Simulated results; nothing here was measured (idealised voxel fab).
Module name: voxel transistor to metal (process module)
We display cut, a cross-section 150 nm in width whose square cells are each 5 nm.
Reading order for cross-sections: top band down to bottom band. Underlying form: a grid of square cells. Band size: one or more rows of cells. Within each band entry, the heights of the top and of the bottom of the band appear first, in that order and in nm; the materials of the band then follow from left to right, each with its corresponding width in nm. The designation "everywhere" on a single material indicates that it fills the band from edge to edge; the designation "blank" indicates empty space. The level at which height equals 0 is the one under which the wafer, as it arrives, is entirely one material. No lower edge exists for the bottom band, which continues downward and is notated as in "0..down". Width spec "30..40" -> top row of cells at first value, bottom row at second value, equal per-row change in between. Where a step carries "no change occurred", the cross-section came out of it unchanged, cell for cell. Empty spaces without an open route to the top, at least 8 cells in extent, make up the entry "Trapped cavities"; each is given as width x height at distance, where the distance is measured from the left edge, and all are in nm. The remark found on a step's line after its settings is issued by the simulator itself and pertains to that step. overlay nm: how far to the right of its planned place the mask lay on this masked step (negative: to the left).
So here's the lineup of process steps we planned:
1. RECEIVE [material Si]
2. CONFORMAL_DEP [material SiO2] [thk nm 5]
3. CONFORMAL_DEP [material SiN] [thk nm 15]
4. DIRECTIONAL_DEP [material aC] [thk nm 15]
5. PATTERN [tone cover] [mask id ACTIVE] [material resist] [width nm 95] [thk nm 30] [overlay nm 0]
6. DIRECTIONAL_ETCH [etch materials aC] [depth nm 15]
7. STRIP [etch materials resist]
8. DIRECTIONAL_ETCH [etch materials SiN] [depth nm 15]
9. DIRECTIONAL_ETCH [etch materials SiO2] [depth nm 5]
10. DIRECTIONAL_ETCH [etch materials Si] [depth nm 30]
11. STRIP [etch materials aC]
12. FILL_DEP [material SiO2] [thk nm 10]
13. CMP [height nm 20]
14. SELECTIVE_ETCH [etch materials SiO2] [depth nm 10]
15. STRIP [etch materials SiN]
16. SELECTIVE_ETCH [etch materials SiO2] [depth nm 5]
17. OXIDIZE [depth nm 5]
18. DIRECTIONAL_DEP [material polySi] [thk nm 25]
19. DIRECTIONAL_DEP [material SiCN] [thk nm 15]
20. PATTERN [tone cover] [mask id GATE] [material resist] [width nm 15] [thk nm 15] [overlay nm 0]
21. DIRECTIONAL_ETCH [etch materials SiCN] [depth nm 25]
22. DIRECTIONAL_ETCH [etch materials polySi] [depth nm 35]
23. STRIP [etch materials resist]
24. CONFORMAL_DEP [material SiN] [thk nm 10]
25. DIRECTIONAL_ETCH [etch materials SiN] [depth nm 10]
26. DIRECTIONAL_ETCH [etch materials SiO2] [depth nm 5]
27. EPI [material SiGe] [thk nm 5]
28. FILL_DEP [material SiO2] [thk nm 10]
29. CMP [height nm 40]
30. DIRECTIONAL_DEP [material SiO2] [thk nm 15]
31. MASKED_ETCH [tone open] [mask id CONTACT] [width nm 20] [pitch nm 65] [etch materials SiO2] [depth nm 55] [overlay nm 0]
32. CONFORMAL_DEP [material TiN] [thk nm 5]
33. FILL_DEP [material W] [thk nm 10]
34. CMP [height nm 55]
35. CONFORMAL_DEP [material SiCN] [thk nm 5]
36. DIRECTIONAL_DEP [material SiO2] [thk nm 25]
37. DIRECTIONAL_DEP [material aC] [thk nm 10]
38. PATTERN [tone open] [mask id METAL_1] [material resist] [width nm 20] [pitch nm 65] [thk nm 25] [overlay nm 0]
39. DIRECTIONAL_ETCH [etch materials aC] [depth nm 10]
40. STRIP [etch materials resist]
41. DIRECTIONAL_ETCH [etch materials SiO2] [depth nm 25]
42. DIRECTIONAL_ETCH [etch materials SiCN] [depth nm 5]
43. STRIP [etch materials aC]
44. CONFORMAL_DEP [material TiN] [thk nm 5]
45. FILL_DEP [material Cu] [thk nm 10]
46. CMP [height nm 85]
47. EPI [material Ru] [thk nm 5]
48. FILL_DEP [material SiCN] [thk nm 5]
49. DIRECTIONAL_DEP [material SiO2] [thk nm 25]
50. PATTERN [tone open] [mask id METAL_2] [material resist] [width nm 20] [pitch nm 65] [thk nm 20] [overlay nm 0]
51. DIRECTIONAL_ETCH [etch materials SiO2] [depth nm 15]
52. STRIP [etch materials resist]
53. DIRECTIONAL_DEP [material aC] [thk nm 10]
54. PATTERN [tone open] [mask id METAL_2_HOLES] [material resist] [width nm 15] [pitch nm 65] [thk nm 30] [overlay nm 0]
55. DIRECTIONAL_ETCH [etch materials aC] [depth nm 10]
56. STRIP [etch materials resist]
57. DIRECTIONAL_ETCH [etch materials SiO2] [depth nm 10]
58. DIRECTIONAL_ETCH [etch materials SiCN] [depth nm 5]
59. STRIP [etch materials aC]
60. CONFORMAL_DEP [material TiN] [thk nm 5]
61. FILL_DEP [material Cu] [thk nm 5]
62. CMP [height nm 120]
63. CONFORMAL_DEP [material SiN] [thk nm 5]
Run as planned: first of two wafers:
As received (post step 1): cross-section:
  0..down = Si everywhere
  Trapped cavities: none
Sectional view: wafer, after step 2:
  5..0 = SiO2 everywhere
  below 0: unchanged
Sectional view: wafer, after step 3:
  20..5 = SiN everywhere
  below 5: unchanged
Sectional view: wafer, after step 4:
  35..20 = aC everywhere
  below 20: unchanged
Sectional view: wafer, after step 5:
  65..35 = blank (25); resist (95); blank (30)
  below 35: unchanged
Sectional view: wafer, after step 6:
  50..35 = blank (25); resist (95); blank (30)
  35..20 = blank (25); aC (95); blank (30)
  below 20: unchanged
Sectional view: wafer, after step 7:
  35..20 = blank (25); aC (95); blank (30)
  below 20: unchanged
Sectional view: wafer, after step 8:
  35..20 = blank (25); aC (95); blank (30)
  20..5 = blank (25); SiN (95); blank (30)
  below 5: unchanged
Sectional view: wafer, after step 9:
  35..20 = blank (25); aC (95); blank (30)
  20..5 = blank (25); SiN (95); blank (30)
  5..0 = blank (25); SiO2 (95); blank (30)
  below 0: unchanged
Sectional view: wafer, after step 10:
  35..20 = blank (25); aC (95); blank (30)
  20..5 = blank (25); SiN (95); blank (30)
  5..0 = blank (25); SiO2 (95); blank (30)
  0..-30 = blank (25); Si (95); blank (30)
  below -30: unchanged
Sectional view: wafer, after step 11:
  20..5 = blank (25); SiN (95); blank (30)
  below 5: unchanged
Sectional view: wafer, after step 12:
  30..20 = SiO2 everywhere
  20..5 = SiO2 (25); SiN (95); SiO2 (30)
  5..0 = SiO2 everywhere
  0..-30 = SiO2 (25); Si (95); SiO2 (30)
  below -30: unchanged
Sectional view: wafer, after step 13:
  20..5 = SiO2 (25); SiN (95); SiO2 (30)
  below 5: unchanged
Sectional view: wafer, after step 14:
  20..10 = blank (25); SiN (95); blank (30)
  below 10: unchanged
Sectional view: wafer, after step 15:
  10..5 = SiO2 (25); blank (95); SiO2 (30)
  below 5: unchanged
Sectional view: wafer, after step 16:
  5..0 = SiO2 (20); blank (105); SiO2 (25)
  below 0: unchanged
Sectional view: wafer, after step 17:
  5..0 = SiO2 (20); blank (105); SiO2 (25)
  0..-5 = SiO2 everywhere
  below -5: unchanged
Sectional view: wafer, after step 18:
  30..25 = polySi (20); blank (105); polySi (25)
  25..5 = polySi everywhere
  5..0 = SiO2 (20); polySi (105); SiO2 (25)
  below 0: unchanged
Sectional view: wafer, after step 19:
  45..40 = SiCN (20); blank (105); SiCN (25)
  40..30 = SiCN everywhere
  30..25 = polySi (20); SiCN (105); polySi (25)
  below 25: unchanged
Sectional view: wafer, after step 20:
  60..45 = blank (65); resist (15); blank (70)
  45..40 = SiCN (20); blank (45); resist (15); blank (45); SiCN (25)
  below 40: unchanged
Sectional view: wafer, after step 21:
  60..40 = blank (65); resist (15); blank (70)
  40..30 = blank (65); SiCN (15); blank (70)
  30..25 = polySi (20); blank (45); SiCN (15); blank (45); polySi (25)
  below 25: unchanged
Sectional view: wafer, after step 22:
  60..40 = blank (65); resist (15); blank (70)
  40..25 = blank (65); SiCN (15); blank (70)
  25..5 = blank (65); polySi (15); blank (70)
  5..0 = SiO2 (20); blank (45); polySi (15); blank (45); SiO2 (25)
  below 0: unchanged
Sectional view: wafer, after step 23:
  40..25 = blank (65); SiCN (15); blank (70)
  below 25: unchanged
Sectional view: wafer, after step 24:
  50..40 = blank (55); SiN (35); blank (60)
  40..25 = blank (55); SiN (10); SiCN (15); SiN (10); blank (60)
  25..15 = blank (55); SiN (10); polySi (15); SiN (10); blank (60)
  15..10 = SiN (30); blank (25); SiN (10); polySi (15); SiN (10); blank (25); SiN (35)
  10..5 = SiN (65); polySi (15); SiN (70)
  5..0 = SiO2 (20); SiN (45); polySi (15); SiN (45); SiO2 (25)
  below 0: unchanged
Sectional view: wafer, after step 25:
  40..25 = blank (55); SiN (10); SiCN (15); SiN (10); blank (60)
  25..5 = blank (55); SiN (10); polySi (15); SiN (10); blank (60)
  5..0 = SiO2 (20); SiN (10); blank (25); SiN (10); polySi (15); SiN (10); blank (25); SiN (10); SiO2 (25)
  below 0: unchanged
Sectional view: wafer, after step 26:
  40..25 = blank (55); SiN (10); SiCN (15); SiN (10); blank (60)
  25..5 = blank (55); SiN (10); polySi (15); SiN (10); blank (60)
  5..0 = blank (20); SiN (10); blank (25); SiN (10); polySi (15); SiN (10); blank (25); SiN (10); blank (25)
  0..-5 = SiO2 (30); blank (25); SiO2 (35); blank (25); SiO2 (35)
  below -5: unchanged
Sectional view: wafer, after step 27:
  40..25 = blank (55); SiN (10); SiCN (15); SiN (10); blank (60)
  25..5 = blank (55); SiN (10); polySi (15); SiN (10); blank (60)
  5..0 = blank (20); SiN (10); blank (25); SiN (10); polySi (15); SiN (10); blank (25); SiN (10); blank (25)
  0..-5 = SiO2 (30); SiGe (25); SiO2 (35); SiGe (25); SiO2 (35)
  below -5: unchanged
Sectional view: wafer, after step 28:
  50..40 = SiO2 everywhere
  40..25 = SiO2 (55); SiN (10); SiCN (15); SiN (10); SiO2 (60)
  25..5 = SiO2 (55); SiN (10); polySi (15); SiN (10); SiO2 (60)
  5..0 = SiO2 (20); SiN (10); SiO2 (25); SiN (10); polySi (15); SiN (10); SiO2 (25); SiN (10); SiO2 (25)
  below 0: unchanged
Sectional view: wafer, after step 29:
  40..25 = SiO2 (55); SiN (10); SiCN (15); SiN (10); SiO2 (60)
  below 25: unchanged
Sectional view: wafer, after step 30:
  55..40 = SiO2 everywhere
  below 40: unchanged
Sectional view: wafer, after step 31:
  55..40 = SiO2 (30); blank (20); SiO2 (45); blank (20); SiO2 (35)
  40..25 = SiO2 (30); blank (20); SiO2 (5); SiN (10); SiCN (15); SiN (10); SiO2 (5); blank (20); SiO2 (35)
  25..5 = SiO2 (30); blank (20); SiO2 (5); SiN (10); polySi (15); SiN (10); SiO2 (5); blank (20); SiO2 (35)
  5..0 = SiO2 (20); SiN (10); blank (20); SiO2 (5); SiN (10); polySi (15); SiN (10); SiO2 (5); blank (20); SiN (10); SiO2 (25)
  below 0: unchanged
Sectional view: wafer, after step 32:
  60..55 = TiN (35); blank (10); TiN (55); blank (10); TiN (40)
  55..40 = SiO2 (30); TiN (5); blank (10); TiN (5); SiO2 (45); TiN (5); blank (10); TiN (5); SiO2 (35)
  40..25 = SiO2 (30); TiN (5); blank (10); TiN (5); SiO2 (5); SiN (10); SiCN (15); SiN (10); SiO2 (5); TiN (5); blank (10); TiN (5); SiO2 (35)
  25..5 = SiO2 (30); TiN (5); blank (10); TiN (5); SiO2 (5); SiN (10); polySi (15); SiN (10); SiO2 (5); TiN (5); blank (10); TiN (5); SiO2 (35)
  5..0 = SiO2 (20); SiN (10); TiN (20); SiO2 (5); SiN (10); polySi (15); SiN (10); SiO2 (5); TiN (20); SiN (10); SiO2 (25)
  below 0: unchanged
Sectional view: wafer, after step 33:
  70..60 = W everywhere
  60..55 = TiN (35); W (10); TiN (55); W (10); TiN (40)
  55..40 = SiO2 (30); TiN (5); W (10); TiN (5); SiO2 (45); TiN (5); W (10); TiN (5); SiO2 (35)
  40..25 = SiO2 (30); TiN (5); W (10); TiN (5); SiO2 (5); SiN (10); SiCN (15); SiN (10); SiO2 (5); TiN (5); W (10); TiN (5); SiO2 (35)
  25..5 = SiO2 (30); TiN (5); W (10); TiN (5); SiO2 (5); SiN (10); polySi (15); SiN (10); SiO2 (5); TiN (5); W (10); TiN (5); SiO2 (35)
  below 5: unchanged
Sectional view: wafer, after step 34:
  55..40 = SiO2 (30); TiN (5); W (10); TiN (5); SiO2 (45); TiN (5); W (10); TiN (5); SiO2 (35)
  below 40: unchanged
Sectional view: wafer, after step 35:
  60..55 = SiCN everywhere
  below 55: unchanged
Sectional view: wafer, after step 36:
  85..60 = SiO2 everywhere
  below 60: unchanged
Sectional view: wafer, after step 37:
  95..85 = aC everywhere
  below 85: unchanged
Sectional view: wafer, after step 38:
  120..95 = resist (30); blank (20); resist (45); blank (20); resist (35)
  below 95: unchanged
Sectional view: wafer, after step 39:
  110..95 = resist (30); blank (20); resist (45); blank (20); resist (35)
  95..85 = aC (30); blank (20); aC (45); blank (20); aC (35)
  below 85: unchanged
Sectional view: wafer, after step 40:
  95..85 = aC (30); blank (20); aC (45); blank (20); aC (35)
  below 85: unchanged
Sectional view: wafer, after step 41:
  95..85 = aC (30); blank (20); aC (45); blank (20); aC (35)
  85..60 = SiO2 (30); blank (20); SiO2 (45); blank (20); SiO2 (35)
  below 60: unchanged
Sectional view: wafer, after step 42:
  95..85 = aC (30); blank (20); aC (45); blank (20); aC (35)
  85..60 = SiO2 (30); blank (20); SiO2 (45); blank (20); SiO2 (35)
  60..55 = SiCN (30); blank (20); SiCN (45); blank (20); SiCN (35)
  below 55: unchanged
Sectional view: wafer, after step 43:
  85..60 = SiO2 (30); blank (20); SiO2 (45); blank (20); SiO2 (35)
  below 60: unchanged
Sectional view: wafer, after step 44:
  90..85 = TiN (35); blank (10); TiN (55); blank (10); TiN (40)
  85..60 = SiO2 (30); TiN (5); blank (10); TiN (5); SiO2 (45); TiN (5); blank (10); TiN (5); SiO2 (35)
  60..55 = SiCN (30); TiN (20); SiCN (45); TiN (20); SiCN (35)
  below 55: unchanged
Sectional view: wafer, after step 45:
  100..90 = Cu everywhere
  90..85 = TiN (35); Cu (10); TiN (55); Cu (10); TiN (40)
  85..60 = SiO2 (30); TiN (5); Cu (10); TiN (5); SiO2 (45); TiN (5); Cu (10); TiN (5); SiO2 (35)
  below 60: unchanged
Sectional view: wafer, after step 46:
  85..60 = SiO2 (30); TiN (5); Cu (10); TiN (5); SiO2 (45); TiN (5); Cu (10); TiN (5); SiO2 (35)
  below 60: unchanged
Sectional view: wafer, after step 47:
  90..85 = blank (25); Ru (30); blank (35); Ru (30); blank (30)
  below 85: unchanged
Sectional view: wafer, after step 48:
  95..90 = SiCN everywhere
  90..85 = SiCN (25); Ru (30); SiCN (35); Ru (30); SiCN (30)
  below 85: unchanged
Sectional view: wafer, after step 49:
  120..95 = SiO2 everywhere
  below 95: unchanged
Sectional view: wafer, after step 50:
  140..120 = resist (30); blank (20); resist (45); blank (20); resist (35)
  below 120: unchanged
Sectional view: wafer, after step 51:
  140..120 = resist (30); blank (20); resist (45); blank (20); resist (35)
  120..105 = SiO2 (30); blank (20); SiO2 (45); blank (20); SiO2 (35)
  below 105: unchanged
Sectional view: wafer, after step 52:
  120..105 = SiO2 (30); blank (20); SiO2 (45); blank (20); SiO2 (35)
  below 105: unchanged
Sectional view: wafer, after step 53:
  130..120 = aC (30); blank (20); aC (45); blank (20); aC (35)
  120..115 = SiO2 (30); blank (20); SiO2 (45); blank (20); SiO2 (35)
  115..105 = SiO2 (30); aC (20); SiO2 (45); aC (20); SiO2 (35)
  below 105: unchanged
Sectional view: wafer, after step 54:
  160..130 = resist (30); blank (15); resist (50); blank (15); resist (40)
  130..120 = aC (30); blank (15); resist (5); aC (45); blank (15); resist (5); aC (35)
  120..115 = SiO2 (30); blank (15); resist (5); SiO2 (45); blank (15); resist (5); SiO2 (35)
  below 115: unchanged
Sectional view: wafer, after step 55:
  150..130 = resist (30); blank (15); resist (50); blank (15); resist (40)
  130..120 = aC (30); blank (15); resist (5); aC (45); blank (15); resist (5); aC (35)
  120..115 = SiO2 (30); blank (15); resist (5); SiO2 (45); blank (15); resist (5); SiO2 (35)
  115..105 = SiO2 (30); blank (15); aC (5); SiO2 (45); blank (15); aC (5); SiO2 (35)
  below 105: unchanged
Sectional view: wafer, after step 56:
  130..120 = aC (30); blank (20); aC (45); blank (20); aC (35)
  120..115 = SiO2 (30); blank (20); SiO2 (45); blank (20); SiO2 (35)
  below 115: unchanged
Sectional view: wafer, after step 57:
  130..120 = aC (30); blank (20); aC (45); blank (20); aC (35)
  120..115 = SiO2 (30); blank (20); SiO2 (45); blank (20); SiO2 (35)
  115..105 = SiO2 (30); blank (15); aC (5); SiO2 (45); blank (15); aC (5); SiO2 (35)
  105..95 = SiO2 (30); blank (15); SiO2 (50); blank (15); SiO2 (40)
  below 95: unchanged
Sectional view: wafer, after step 58:
  130..120 = aC (30); blank (20); aC (45); blank (20); aC (35)
  120..115 = SiO2 (30); blank (20); SiO2 (45); blank (20); SiO2 (35)
  115..105 = SiO2 (30); blank (15); aC (5); SiO2 (45); blank (15); aC (5); SiO2 (35)
  105..95 = SiO2 (30); blank (15); SiO2 (50); blank (15); SiO2 (40)
  95..90 = SiCN (30); blank (15); SiCN (50); blank (15); SiCN (40)
  below 90: unchanged
Sectional view: wafer, after step 59:
  120..105 = SiO2 (30); blank (20); SiO2 (45); blank (20); SiO2 (35)
  below 105: unchanged
Sectional view: wafer, after step 60:
  125..120 = TiN (35); blank (10); TiN (55); blank (10); TiN (40)
  120..110 = SiO2 (30); TiN (5); blank (10); TiN (5); SiO2 (45); TiN (5); blank (10); TiN (5); SiO2 (35)
  110..105 = SiO2 (30); TiN (5); blank (5); TiN (10); SiO2 (45); TiN (5); blank (5); TiN (10); SiO2 (35)
  105..95 = SiO2 (30); TiN (5); blank (5); TiN (5); SiO2 (50); TiN (5); blank (5); TiN (5); SiO2 (40)
  95..90 = SiCN (30); TiN (15); SiCN (50); TiN (15); SiCN (40)
  below 90: unchanged
Sectional view: wafer, after step 61:
  130..125 = Cu everywhere
  125..120 = TiN (35); Cu (10); TiN (55); Cu (10); TiN (40)
  120..110 = SiO2 (30); TiN (5); Cu (10); TiN (5); SiO2 (45); TiN (5); Cu (10); TiN (5); SiO2 (35)
  110..105 = SiO2 (30); TiN (5); Cu (5); TiN (10); SiO2 (45); TiN (5); Cu (5); TiN (10); SiO2 (35)
  105..95 = SiO2 (30); TiN (5); Cu (5); TiN (5); SiO2 (50); TiN (5); Cu (5); TiN (5); SiO2 (40)
  below 95: unchanged
Sectional view: wafer, after step 62:
  120..110 = SiO2 (30); TiN (5); Cu (10); TiN (5); SiO2 (45); TiN (5); Cu (10); TiN (5); SiO2 (35)
  below 110: unchanged
Sectional view: wafer, after step 63:
  125..120 = SiN everywhere
  below 120: unchanged
Wafer two of the pair: same origin, same plan, one error during the run; identical to wafer one up to and including step 45:
Cross-sectional representation of the second wafer at the time designated in the plan for the completion of step 46:
  75..60 = SiO2 (30); TiN (5); Cu (10); TiN (5); SiO2 (45); TiN (5); Cu (10); TiN (5); SiO2 (35)
  below 60: unchanged
Cross-sectional representation of the second wafer at the time designated in the plan for the completion of step 47:
  80..75 = blank (25); Ru (30); blank (35); Ru (30); blank (30)
  below 75: unchanged
Cross-sectional representation of the second wafer at the time designated in the plan for the completion of step 48:
  85..80 = SiCN everywhere
  80..75 = SiCN (25); Ru (30); SiCN (35); Ru (30); SiCN (30)
  below 75: unchanged
Cross-sectional representation of the second wafer at the time designated in the plan for the completion of step 49:
  110..85 = SiO2 everywhere
  below 85: unchanged
Cross-sectional representation of the second wafer at the time designated in the plan for the completion of step 50:
  130..110 = resist (30); blank (20); resist (45); blank (20); resist (35)
  below 110: unchanged
Cross-sectional representation of the second wafer at the time designated in the plan for the completion of step 51:
  130..110 = resist (30); blank (20); resist (45); blank (20); resist (35)
  110..95 = SiO2 (30); blank (20); SiO2 (45); blank (20); SiO2 (35)
  below 95: unchanged
Cross-sectional representation of the second wafer at the time designated in the plan for the completion of step 52:
  110..95 = SiO2 (30); blank (20); SiO2 (45); blank (20); SiO2 (35)
  below 95: unchanged
Cross-sectional representation of the second wafer at the time designated in the plan for the completion of step 53:
  120..110 = aC (30); blank (20); aC (45); blank (20); aC (35)
  110..105 = SiO2 (30); blank (20); SiO2 (45); blank (20); SiO2 (35)
  105..95 = SiO2 (30); aC (20); SiO2 (45); aC (20); SiO2 (35)
  below 95: unchanged
Cross-sectional representation of the second wafer at the time designated in the plan for the completion of step 54:
  150..120 = resist (30); blank (15); resist (50); blank (15); resist (40)
  120..110 = aC (30); blank (15); resist (5); aC (45); blank (15); resist (5); aC (35)
  110..105 = SiO2 (30); blank (15); resist (5); SiO2 (45); blank (15); resist (5); SiO2 (35)
  below 105: unchanged
Cross-sectional representation of the second wafer at the time designated in the plan for the completion of step 55:
  140..120 = resist (30); blank (15); resist (50); blank (15); resist (40)
  120..110 = aC (30); blank (15); resist (5); aC (45); blank (15); resist (5); aC (35)
  110..105 = SiO2 (30); blank (15); resist (5); SiO2 (45); blank (15); resist (5); SiO2 (35)
  105..95 = SiO2 (30); blank (15); aC (5); SiO2 (45); blank (15); aC (5); SiO2 (35)
  below 95: unchanged
Cross-sectional representation of the second wafer at the time designated in the plan for the completion of step 56:
  120..110 = aC (30); blank (20); aC (45); blank (20); aC (35)
  110..105 = SiO2 (30); blank (20); SiO2 (45); blank (20); SiO2 (35)
  below 105: unchanged
Cross-sectional representation of the second wafer at the time designated in the plan for the completion of step 57:
  120..110 = aC (30); blank (20); aC (45); blank (20); aC (35)
  110..105 = SiO2 (30); blank (20); SiO2 (45); blank (20); SiO2 (35)
  105..95 = SiO2 (30); blank (15); aC (5); SiO2 (45); blank (15); aC (5); SiO2 (35)
  95..85 = SiO2 (30); blank (15); SiO2 (50); blank (15); SiO2 (40)
  below 85: unchanged
Cross-sectional representation of the second wafer at the time designated in the plan for the completion of step 58:
  120..110 = aC (30); blank (20); aC (45); blank (20); aC (35)
  110..105 = SiO2 (30); blank (20); SiO2 (45); blank (20); SiO2 (35)
  105..95 = SiO2 (30); blank (15); aC (5); SiO2 (45); blank (15); aC (5); SiO2 (35)
  95..85 = SiO2 (30); blank (15); SiO2 (50); blank (15); SiO2 (40)
  85..80 = SiCN (30); blank (15); SiCN (50); blank (15); SiCN (40)
  below 80: unchanged
Cross-sectional representation of the second wafer at the time designated in the plan for the completion of step 59:
  110..95 = SiO2 (30); blank (20); SiO2 (45); blank (20); SiO2 (35)
  below 95: unchanged
Cross-sectional representation of the second wafer at the time designated in the plan for the completion of step 60:
  115..110 = TiN (35); blank (10); TiN (55); blank (10); TiN (40)
  110..100 = SiO2 (30); TiN (5); blank (10); TiN (5); SiO2 (45); TiN (5); blank (10); TiN (5); SiO2 (35)
  100..95 = SiO2 (30); TiN (5); blank (5); TiN (10); SiO2 (45); TiN (5); blank (5); TiN (10); SiO2 (35)
  95..85 = SiO2 (30); TiN (5); blank (5); TiN (5); SiO2 (50); TiN (5); blank (5); TiN (5); SiO2 (40)
  85..80 = SiCN (30); TiN (15); SiCN (50); TiN (15); SiCN (40)
  below 80: unchanged
Cross-sectional representation of the second wafer at the time designated in the plan for the completion of step 61:
  120..115 = Cu everywhere
  115..110 = TiN (35); Cu (10); TiN (55); Cu (10); TiN (40)
  110..100 = SiO2 (30); TiN (5); Cu (10); TiN (5); SiO2 (45); TiN (5); Cu (10); TiN (5); SiO2 (35)
  100..95 = SiO2 (30); TiN (5); Cu (5); TiN (10); SiO2 (45); TiN (5); Cu (5); TiN (10); SiO2 (35)
  95..85 = SiO2 (30); TiN (5); Cu (5); TiN (5); SiO2 (50); TiN (5); Cu (5); TiN (5); SiO2 (40)
  below 85: unchanged
Cross-sectional representation of the second wafer at the time designated in the plan for the completion of step 62: no change occurred
Cross-sectional representation of the second wafer at the time designated in the plan for the completion of step 63:
  125..120 = SiN everywhere
  below 120: unchanged
In executing the process, a mistake was made relative to the plan: step 46 did not use the planned setting and instead ran as CMP [height nm 75]
Final comparison by cell count, materials where the second wafer has more or fewer than the first: +26 Cu; -44 SiO2; +18 TiN
